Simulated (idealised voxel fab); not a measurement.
Process module, titled voxel wiring stack
Displayed cross-section: cut, width of 165 nm, square cells sized 5 nm.
The cross-sections in this document take the form of a grid made of square cells. They are written out as bands, in order from top to bottom. Each band consists of one or more rows of cells.
Each band's line starts with the height of the band's top and of its bottom, in nm. Then come its materials from left to right, each with its width in nm. One material with "throughout" fills the band from edge to edge. "empty" is empty space.
Basically, 0 is our baseline, since under it the wafer straight out of the box is all one material. The bottom band has no lower end and keeps on going down, so it looks like "0..down".
The width entry "30 to 40" should be interpreted row by row: the top row of cells in the band takes the first number, the bottom row takes the second number, and the change between adjacent rows is uniform throughout.
Reading "nothing changed" for a step: not a cell of the cross-section changed in it.
Under "Closed void list" you'll find the enclosed gaps, the ones with no way out to the top, that are 8 cells or bigger; each reads width x height at distance, with distance counted from the left edge, everything in nm.
Past the settings on a step's line: simulator remark, on that step.
The setting "overlay nm" may be written on the line of a step. When the step uses a mask, the value reports how far to the right of the planned place the mask lay, and a negative value reports that it lay to the left.
## Process steps - plan
1: RECEIVE [material Si]
2: CONFORMAL_DEP [material SiO2] [thk nm 15]
3: CONFORMAL_DEP [material SiCN] [thk nm 5]
4: DIRECTIONAL_DEP [material SiO2] [thk nm 20]
5: PATTERN [tone open] [mask id METAL_1] [material resist] [width nm 25] [pitch nm 50] [thk nm 20] [overlay nm 0]
6: DIRECTIONAL_ETCH [etch materials SiO2] [depth nm 20]
7: DIRECTIONAL_ETCH [etch materials SiCN] [depth nm 5]
8: STRIP [etch materials resist]
9: CONFORMAL_DEP [material TiN] [thk nm 5]
10: FILL_DEP [material Cu] [thk nm 10]
11: CMP [height nm 40]
12: EPI [material Ru] [thk nm 5]
13: FILL_DEP [material SiCN] [thk nm 5]
14: DIRECTIONAL_DEP [material SiO2] [thk nm 15]
15: DIRECTIONAL_DEP [material aC] [thk nm 10]
16: PATTERN [tone open] [mask id PLUG_1] [material resist] [width nm 15] [thk nm 25] [overlay nm 0]
17: DIRECTIONAL_ETCH [etch materials aC] [depth nm 10]
18: STRIP [etch materials resist]
19: DIRECTIONAL_ETCH [etch materials SiO2] [depth nm 15]
20: DIRECTIONAL_ETCH [etch materials SiCN] [depth nm 5]
21: STRIP [etch materials aC]
22: CONFORMAL_DEP [material TiN] [thk nm 5]
23: FILL_DEP [material Cu] [thk nm 5]
24: CMP [height nm 65]
25: DIRECTIONAL_DEP [material TiN] [thk nm 5]
26: DIRECTIONAL_DEP [material W] [thk nm 15]
27: MASKED_ETCH [tone cover] [mask id METAL_2] [width nm 25] [pitch nm 50] [etch materials W] [depth nm 15] [overlay nm 0]
28: MASKED_ETCH [tone cover] [mask id METAL_2] [width nm 25] [pitch nm 50] [etch materials TiN] [depth nm 5] [overlay nm 0]
29: FILL_DEP [material lowk] [thk nm 10]
30: CMP [height nm 85]
31: CONFORMAL_DEP [material SiCN] [thk nm 5]
32: DIRECTIONAL_DEP [material lowk] [thk nm 25]
33: DIRECTIONAL_DEP [material aC] [thk nm 10]
34: PATTERN [tone open] [mask id METAL_3_HOLES] [material resist] [width nm 15] [thk nm 30] [overlay nm 0]
35: DIRECTIONAL_ETCH [etch materials aC] [depth nm 10]
36: STRIP [etch materials resist]
37: DIRECTIONAL_ETCH [etch materials lowk] [depth nm 25]
38: STRIP [etch materials aC]
39: MASKED_ETCH [tone open] [mask id METAL_3] [width nm 25] [pitch nm 50] [etch materials lowk] [depth nm 15] [overlay nm 0]
40: MASKED_ETCH [tone open] [mask id METAL_3] [width nm 25] [pitch nm 50] [etch materials SiCN] [depth nm 5] [overlay nm 0]
41: CONFORMAL_DEP [material TiN] [thk nm 5]
42: FILL_DEP [material Ru] [thk nm 5]
43: CMP [height nm 115]
44: CONFORMAL_DEP [material SiCN] [thk nm 5]
45: DIRECTIONAL_DEP [material SiO2] [thk nm 30]
46: DIRECTIONAL_DEP [material aC] [thk nm 15]
47: PATTERN [tone open] [mask id METAL_4_HOLES] [material resist] [width nm 15] [pitch nm 50] [thk nm 30] [overlay nm 0]
48: DIRECTIONAL_ETCH [etch materials aC] [depth nm 15]
49: STRIP [etch materials resist]
50: DIRECTIONAL_ETCH [etch materials SiO2] [depth nm 30]
51: STRIP [etch materials aC]
52: DIRECTIONAL_DEP [material aC] [thk nm 15]
53: PATTERN [tone open] [mask id METAL_4] [material resist] [width nm 25] [pitch nm 50] [thk nm 30] [overlay nm 0]
54: DIRECTIONAL_ETCH [etch materials aC] [depth nm 15]
55: STRIP [etch materials resist]
56: DIRECTIONAL_ETCH [etch materials SiO2] [depth nm 15]
57: DIRECTIONAL_ETCH [etch materials SiCN] [depth nm 5]
58: STRIP [etch materials aC]
59: CONFORMAL_DEP [material TiN] [thk nm 5]
60: FILL_DEP [material Cu] [thk nm 5]
61: CMP [height nm 150]
62: CONFORMAL_DEP [material SiN] [thk nm 5]
## The cross-section here shows the wafer as received, i.e. in its state after step 1
> 0..down = Si throughout
> Closed void list: none
## Same starting wafer, same plan as above, one mistake in the execution; this is the cross-section at the end of the module
> 155..150 = SiN throughout
> 150..140 = SiO2 (45) / TiN (5) / Cu (15) / TiN (5) / SiO2 (25) / TiN (5) / Cu (15) / TiN (5) / SiO2 (45)
> 140..135 = SiO2 (45) / TiN (5) / Cu (5) / TiN (15) / SiO2 (25) / TiN (5) / Cu (5) / TiN (15) / SiO2 (45)
> 135..120 = SiO2 (45) / TiN (5) / Cu (5) / TiN (5) / SiO2 (35) / TiN (5) / Cu (5) / TiN (5) / SiO2 (55)
> 120..115 = SiCN (45) / TiN (15) / SiCN (35) / TiN (15) / SiCN (55)
> 115..105 = lowk (45) / TiN (5) / Ru (15) / TiN (5) / lowk (25) / TiN (5) / Ru (15) / TiN (5) / lowk (45)
> 105..100 = lowk (45) / TiN (5) / Ru (5) / TiN (15) / lowk (25) / TiN (25) / lowk (45)
> 100..90 = lowk (45) / TiN (5) / Ru (5) / TiN (5) / lowk (105)
> 90..85 = SiCN (45) / TiN (15) / SiCN (105)
> 85..70 = lowk (45) / W (25) / lowk (25) / W (25) / lowk (45)
> 70..65 = lowk (45) / TiN (25) / lowk (25) / TiN (25) / lowk (45)
> 65..60 = Cu (35) / TiN (15) / Cu (5) / TiN (25) / Cu (5) / TiN (45) / Cu (35)
> 60..55 = TiN (40) / SiO2 (5) / TiN (5) / Cu (5) / TiN (5) / SiO2 (15) / TiN (15) / SiO2 (35) / TiN (40)
> 55..50 = SiO2 (45) / TiN (5) / Cu (5) / TiN (5) / SiO2 (105)
> 50..45 = SiO2 (45) / TiN (15) / SiO2 (105)
> 45..40 = SiO2 (40) / Ru (35) / SiO2 (15) / Ru (35) / SiO2 (40)
> 40..20 = SiO2 (45) / TiN (5) / Cu (15) / TiN (5) / SiO2 (25) / TiN (5) / Cu (15) / TiN (5) / SiO2 (45)
> 20..15 = SiCN (45) / TiN (25) / SiCN (25) / TiN (25) / SiCN (45)
> 15..0 = SiO2 throughout
> 0..down = Si throughout
> Closed void list: none
The plan and the run diverged here: with respect to the plan, step 13 was omitted and not executed
